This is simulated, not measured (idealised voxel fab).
voxel plated lines: a process module
Section shown: cut. Width: 285 nm. Cell size: 5 nm, square.
How to read a cross-section here: the picture is a grid of square cells, written as bands going from the top down, and any band can span one or more rows of cells. What a band's entry tells you: where the top is and where the bottom is, as heights in nm, and after that what lies inside, material by material from left to right, each with its width in nm. Empty space is written as the word "blank", and a single material marked with the word "everywhere" occupies the band from edge to edge. Ref level 0: as-received wafer is one material below here. Bottom band extends down with no lower bound ("from 0 down"). With a width like "30->40", each row of cells in the band differs from the next by the same amount, the top row carrying the first number and the bottom row the second. "no alterations made" means the step left every cell of the cross-section as it was. What "Enclosed cavity list" gives you is every empty space of 8 cells or more that is cut off from the top. Each appears as width x height at distance, with the distance taken from the left edge and width, height and distance all in nm. That trailing text on a step's line, after the settings, is the simulator's own remark on the step. overlay nm: mask right of planned place by this much (step with mask). Neg. = left. Each pair below shows a cross-section before one step and the cross-section after it, down to the lowest band that changed. The line under each pair gives the step between them, with its settings. The pairs can come from different runs of this module on the same starting wafer, so a pair continues from the pair above only where its "Incoming profile" says so.
Incoming profile
from 0 down = Si everywhere
Enclosed cavity list: none
Structure After Step
from 10 to 0 = SiN everywhere
All layers under 0 are left as they were.
Enclosed cavity list: none
The process step bridging the two cross-sections above: op CONFORMAL_DEP | material SiN | thk nm 10
Incoming profile: as in the pair right above, post-step view.
Structure After Step
from 15 to 10 = TiN everywhere
All layers under 10 are left as they were.
Enclosed cavity list: none
The process step bridging the two cross-sections above: op DIRECTIONAL_DEP | material TiN | thk nm 5
Incoming profile: as in the pair right above, post-step view.
Structure After Step
from 30 to 15 = 110 resist  20 blank  20 resist  20 blank  115 resist
All layers under 15 are left as they were.
Enclosed cavity list: none
The process step bridging the two cross-sections above: op PATTERN | tone open | mask id LINES | material resist | width nm 20 | pitch nm 40 | thk nm 15 | overlay nm 0
Incoming profile: as in the pair right above, post-step view.
Structure After Step
from 30 to 25 = 110 resist  20 blank  20 resist  20 blank  115 resist
from 25 to 15 = 110 resist  20 Ru  20 resist  20 Ru  115 resist
All layers under 15 are left as they were.
Enclosed cavity list: none
The process step bridging the two cross-sections above: op EPI | material Ru | thk nm 10
Incoming profile: as in the pair right above, post-step view.
Structure After Step
from 25 to 15 = 110 blank  20 Ru  20 blank  20 Ru  115 blank
All layers under 15 are left as they were.
Enclosed cavity list: none
The process step bridging the two cross-sections above: op STRIP | etch materials resist
Incoming profile: as in the pair right above, post-step view.
Structure After Step
from 25 to 15 = 110 blank  20 Ru  20 blank  20 Ru  115 blank
from 15 to 10 = 110 blank  20 TiN  20 blank  20 TiN  115 blank
All layers under 10 are left as they were.
Enclosed cavity list: none
The process step bridging the two cross-sections above: op DIRECTIONAL_ETCH | etch materials TiN | depth nm 5
Incoming profile: as in the pair right above, post-step view.
Structure After Step
from 35 to 25 = 100 blank  80 SiN  105 blank
from 25 to 20 = 100 blank  10 SiN  20 Ru  20 SiN  20 Ru  10 SiN  105 blank
from 20 to 15 = 110 SiN  20 Ru  20 SiN  20 Ru  115 SiN
from 15 to 10 = 110 SiN  20 TiN  20 SiN  20 TiN  115 SiN
All layers under 10 are left as they were.
Enclosed cavity list: none
The process step bridging the two cross-sections above: op CONFORMAL_DEP | material SiN | thk nm 10
Incoming profile
from 30 to 25 = 110 resist  20 blank  20 resist  20 blank  115 resist
from 25 to 15 = 110 resist  20 Ru  20 resist  20 Ru  115 resist
from 15 to 10 = TiN everywhere
from 10 to 0 = SiN everywhere
from 0 down = Si everywhere
Enclosed cavity list: none
Structure After Step
from 35 to 30 = 105 blank  30 Ru  10 blank  30 Ru  110 blank
from 30 to 15 = 110 resist  20 Ru  20 resist  20 Ru  115 resist
All layers under 15 are left as they were.
Enclosed cavity list: none
The process step bridging the two cross-sections above: op EPI | material Ru | thk nm 10
Incoming profile: as in the pair right above, post-step view.
Structure After Step
from 35 to 30 = 105 blank  30 Ru  10 blank  30 Ru  110 blank
from 30 to 15 = 110 blank  20 Ru  20 blank  20 Ru  115 blank
All layers under 15 are left as they were.
Enclosed cavity list: none
The process step bridging the two cross-sections above: op STRIP | etch materials resist
Incoming profile: as in the pair right above, post-step view.
Structure After Step
from 35 to 30 = 105 blank  30 Ru  10 blank  30 Ru  110 blank
from 30 to 15 = 110 blank  20 Ru  20 blank  20 Ru  115 blank
from 15 to 10 = 105 blank  30 TiN  10 blank  30 TiN  110 blank
All layers under 10 are left as they were.
Enclosed cavity list: none
The process step bridging the two cross-sections above: op DIRECTIONAL_ETCH | etch materials TiN | depth nm 5
Incoming profile: as in the pair right above, post-step view.
Structure After Step
from 45 to 35 = 95 blank  90 SiN  100 blank
from 35 to 25 = 95 blank  10->15 SiN  30->20 Ru  10->20 SiN  30->20 Ru  10->15 SiN  100 blank
from 25 to 20 = 95 blank  15 SiN  20 Ru  5 SiN  10 blank  5 SiN  20 Ru  15 SiN  100 blank
from 20 to 15 = 110 SiN  20 Ru  20 SiN  20 Ru  115 SiN
from 15 to 10 = 105 SiN  30 TiN  10 SiN  30 TiN  110 SiN
All layers under 10 are left as they were.
Enclosed cavity list: none
The process step bridging the two cross-sections above: op CONFORMAL_DEP | material SiN | thk nm 10
Incoming profile
from 0 down = Si everywhere
Enclosed cavity list: none
Structure After Step
from 5 to 0 = TiN everywhere
All layers under 0 are left as they were.
Enclosed cavity list: none
The process step bridging the two cross-sections above: op DIRECTIONAL_DEP | material TiN | thk nm 5
Incoming profile: as in the pair right above, post-step view.
Structure After Step
from 15 to 5 = SiN everywhere
All layers under 5 are left as they were.
Enclosed cavity list: none
The process step bridging the two cross-sections above: op CONFORMAL_DEP | material SiN | thk nm 10
Incoming profile: as in the pair right above, post-step view.
Structure After Step
from 30 to 15 = 110 resist  20 blank  20 resist  20 blank  115 resist
All layers under 15 are left as they were.
Enclosed cavity list: none
The process step bridging the two cross-sections above: op PATTERN | tone open | mask id LINES | material resist | width nm 20 | pitch nm 40 | thk nm 15 | overlay nm 0
Incoming profile: as in the pair right above, post-step view.
Structure After Step
from 15 to 5 = SiN everywhere
All layers under 5 are left as they were.
Enclosed cavity list: none
The process step bridging the two cross-sections above: op STRIP | etch materials resist
Incoming profile: as in the pair right above, post-step view.
Structure After Step
from 25 to 5 = SiN everywhere
All layers under 5 are left as they were.
Enclosed cavity list: none
The process step bridging the two cross-sections above: op CONFORMAL_DEP | material SiN | thk nm 10
Incoming profile
from 25 to 15 = 110 blank  20 Ru  20 blank  20 Ru  115 blank
from 15 to 10 = 110 blank  20 TiN  20 blank  20 TiN  115 blank
from 10 to 0 = SiN everywhere
from 0 down = Si everywhere
Enclosed cavity list: none
Structure After Step
from 40 to 25 = 95 blank  90 SiN  100 blank
from 25 to 15 = 110 SiN  20 Ru  20 SiN  20 Ru  115 SiN
from 15 to 10 = 110 SiN  20 TiN  20 SiN  20 TiN  115 SiN
All layers under 10 are left as they were.
Enclosed cavity list: none
The process step bridging the two cross-sections above: op CONFORMAL_DEP | material SiN | thk nm 15
Incoming profile
from 15 to 10 = TiN everywhere
from 10 to 0 = SiN everywhere
from 0 down = Si everywhere
Enclosed cavity list: none
Structure After Step
from 30 to 15 = 110 resist  25 blank  15 resist  25 blank  110 resist
All layers under 15 are left as they were.
Enclosed cavity list: none
The process step bridging the two cross-sections above: op PATTERN | tone open | mask id LINES | material resist | width nm 25 | pitch nm 40 | thk nm 15 | overlay nm 0
Incoming profile: as in the pair right above, post-step view.
Structure After Step
from 30 to 25 = 110 resist  25 blank  15 resist  25 blank  110 resist
from 25 to 15 = 110 resist  25 Ru  15 resist  25 Ru  110 resist
All layers under 15 are left as they were.
Enclosed cavity list: none
The process step bridging the two cross-sections above: op EPI | material Ru | thk nm 10
Incoming profile: as in the pair right above, post-step view.
Structure After Step
from 25 to 15 = 110 blank  25 Ru  15 blank  25 Ru  110 blank
All layers under 15 are left as they were.
Enclosed cavity list: none
The process step bridging the two cross-sections above: op STRIP | etch materials resist
Incoming profile: as in the pair right above, post-step view.
Structure After Step
from 25 to 15 = 110 blank  25 Ru  15 blank  25 Ru  110 blank
from 15 to 10 = 110 blank  25 TiN  15 blank  25 TiN  110 blank
All layers under 10 are left as they were.
Enclosed cavity list: none
The process step bridging the two cross-sections above: op DIRECTIONAL_ETCH | etch materials TiN | depth nm 5
Incoming profile: as in the pair right above, post-step view.
Structure After Step
from 35 to 25 = 100 blank  85 SiN  100 blank
from 25 to 20 = 100 blank  10 SiN  25 Ru  15 SiN  25 Ru  10 SiN  100 blank
from 20 to 15 = 110 SiN  25 Ru  15 SiN  25 Ru  110 SiN
from 15 to 10 = 110 SiN  25 TiN  15 SiN  25 TiN  110 SiN
All layers under 10 are left as they were.
Enclosed cavity list: none
The process step bridging the two cross-sections above: op CONFORMAL_DEP | material SiN | thk nm 10
Incoming profile
from 15 to 10 = TiN everywhere
from 10 to 0 = SiN everywhere
from 0 down = Si everywhere
Enclosed cavity list: none
Structure After Step
from 30 to 15 = 100 resist  20 blank  20 resist  20 blank  125 resist
All layers under 15 are left as they were.
Enclosed cavity list: none
The process step bridging the two cross-sections above: op PATTERN | tone open | mask id LINES | material resist | width nm 20 | pitch nm 40 | thk nm 15 | overlay nm -10
Incoming profile: as in the pair right above, post-step view.
Structure After Step
from 30 to 25 = 100 resist  20 blank  20 resist  20 blank  125 resist
from 25 to 15 = 100 resist  20 Ru  20 resist  20 Ru  125 resist
All layers under 15 are left as they were.
Enclosed cavity list: none
The process step bridging the two cross-sections above: op EPI | material Ru | thk nm 10
Incoming profile: as in the pair right above, post-step view.
Structure After Step
from 25 to 15 = 100 blank  20 Ru  20 blank  20 Ru  125 blank
All layers under 15 are left as they were.
Enclosed cavity list: none
The process step bridging the two cross-sections above: op STRIP | etch materials resist
Incoming profile: as in the pair right above, post-step view.
Structure After Step
from 25 to 15 = 100 blank  20 Ru  20 blank  20 Ru  125 blank
from 15 to 10 = 100 blank  20 TiN  20 blank  20 TiN  125 blank
All layers under 10 are left as they were.
Enclosed cavity list: none
The process step bridging the two cross-sections above: op DIRECTIONAL_ETCH | etch materials TiN | depth nm 5
Incoming profile: as in the pair right above, post-step view.
Structure After Step
from 35 to 25 = 90 blank  80 SiN  115 blank
from 25 to 20 = 90 blank  10 SiN  20 Ru  20 SiN  20 Ru  10 SiN  115 blank
from 20 to 15 = 100 SiN  20 Ru  20 SiN  20 Ru  125 SiN
from 15 to 10 = 100 SiN  20 TiN  20 SiN  20 TiN  125 SiN
All layers under 10 are left as they were.
Enclosed cavity list: none
The process step bridging the two cross-sections above: op CONFORMAL_DEP | material SiN | thk nm 10
Incoming profile
from 0 down = Si everywhere
Enclosed cavity list: none
Structure After Step
from 10 to 0 = TiN everywhere
All layers under 0 are left as they were.
Enclosed cavity list: none
The process step bridging the two cross-sections above: op CONFORMAL_DEP | material TiN | thk nm 10
Incoming profile: as in the pair right above, post-step view.
Structure After Step
from 15 to 0 = TiN everywhere
All layers under 0 are left as they were.
Enclosed cavity list: none
The process step bridging the two cross-sections above: op DIRECTIONAL_DEP | material TiN | thk nm 5
Incoming profile: as in the pair right above, post-step view.
Structure After Step
from 30 to 15 = 110 resist  20 blank  20 resist  20 blank  115 resist
All layers under 15 are left as they were.
Enclosed cavity list: none
The process step bridging the two cross-sections above: op PATTERN | tone open | mask id LINES | material resist | width nm 20 | pitch nm 40 | thk nm 15 | overlay nm 0
Incoming profile: as in the pair right above, post-step view.
Structure After Step
from 30 to 25 = 110 resist  20 blank  20 resist  20 blank  115 resist
from 25 to 15 = 110 resist  20 Ru  20 resist  20 Ru  115 resist
All layers under 15 are left as they were.
Enclosed cavity list: none
The process step bridging the two cross-sections above: op EPI | material Ru | thk nm 10
Incoming profile: as in the pair right above, post-step view.
Structure After Step
from 25 to 15 = 110 blank  20 Ru  20 blank  20 Ru  115 blank
All layers under 15 are left as they were.
Enclosed cavity list: none
The process step bridging the two cross-sections above: op STRIP | etch materials resist
Incoming profile: as in the pair right above, post-step view.
Structure After Step
from 25 to 15 = 110 blank  20 Ru  20 blank  20 Ru  115 blank
from 15 to 10 = 110 blank  20 TiN  20 blank  20 TiN  115 blank
All layers under 10 are left as they were.
Enclosed cavity list: none
The process step bridging the two cross-sections above: op DIRECTIONAL_ETCH | etch materials TiN | depth nm 5
Incoming profile: as in the pair right above, post-step view.
Structure After Step
from 35 to 25 = 100 blank  80 SiN  105 blank
from 25 to 20 = 100 blank  10 SiN  20 Ru  20 SiN  20 Ru  10 SiN  105 blank
from 20 to 15 = 110 SiN  20 Ru  20 SiN  20 Ru  115 SiN
from 15 to 10 = 110 SiN  20 TiN  20 SiN  20 TiN  115 SiN
All layers under 10 are left as they were.
Enclosed cavity list: none
The process step bridging the two cross-sections above: op CONFORMAL_DEP | material SiN | thk nm 10
Incoming profile
from 15 to 10 = TiN everywhere
from 10 to 0 = SiN everywhere
from 0 down = Si everywhere
Enclosed cavity list: none
Structure After Step
from 30 to 15 = 110 blank  20 resist  20 blank  20 resist  115 blank
All layers under 15 are left as they were.
Enclosed cavity list: none
The process step bridging the two cross-sections above: op PATTERN | tone cover | mask id LINES | material resist | width nm 20 | pitch nm 40 | thk nm 15 | overlay nm 0
Incoming profile: as in the pair right above, post-step view.
Structure After Step
from 30 to 25 = 110 blank  20 resist  20 blank  20 resist  115 blank
from 25 to 15 = 110 Ru  20 resist  20 Ru  20 resist  115 Ru
All layers under 15 are left as they were.
Enclosed cavity list: none
The process step bridging the two cross-sections above: op EPI | material Ru | thk nm 10
Incoming profile: as in the pair right above, post-step view.
Structure After Step
from 25 to 15 = 110 Ru  20 blank  20 Ru  20 blank  115 Ru
All layers under 15 are left as they were.
Enclosed cavity list: none
The process step bridging the two cross-sections above: op STRIP | etch materials resist
Incoming profile: as in the pair right above, post-step view.
Structure After Step
from 25 to 15 = 110 Ru  20 blank  20 Ru  20 blank  115 Ru
from 15 to 10 = 110 TiN  20 blank  20 TiN  20 blank  115 TiN
All layers under 10 are left as they were.
Enclosed cavity list: none
The process step bridging the two cross-sections above: op DIRECTIONAL_ETCH | etch materials TiN | depth nm 5
Incoming profile: as in the pair right above, post-step view.
Structure After Step
from 35 to 25 = SiN everywhere
from 25 to 15 = 110 Ru  20 SiN  20 Ru  20 SiN  115 Ru
from 15 to 10 = 110 TiN  20 SiN  20 TiN  20 SiN  115 TiN
All layers under 10 are left as they were.
Enclosed cavity list: none
The process step bridging the two cross-sections above: op CONFORMAL_DEP | material SiN | thk nm 10
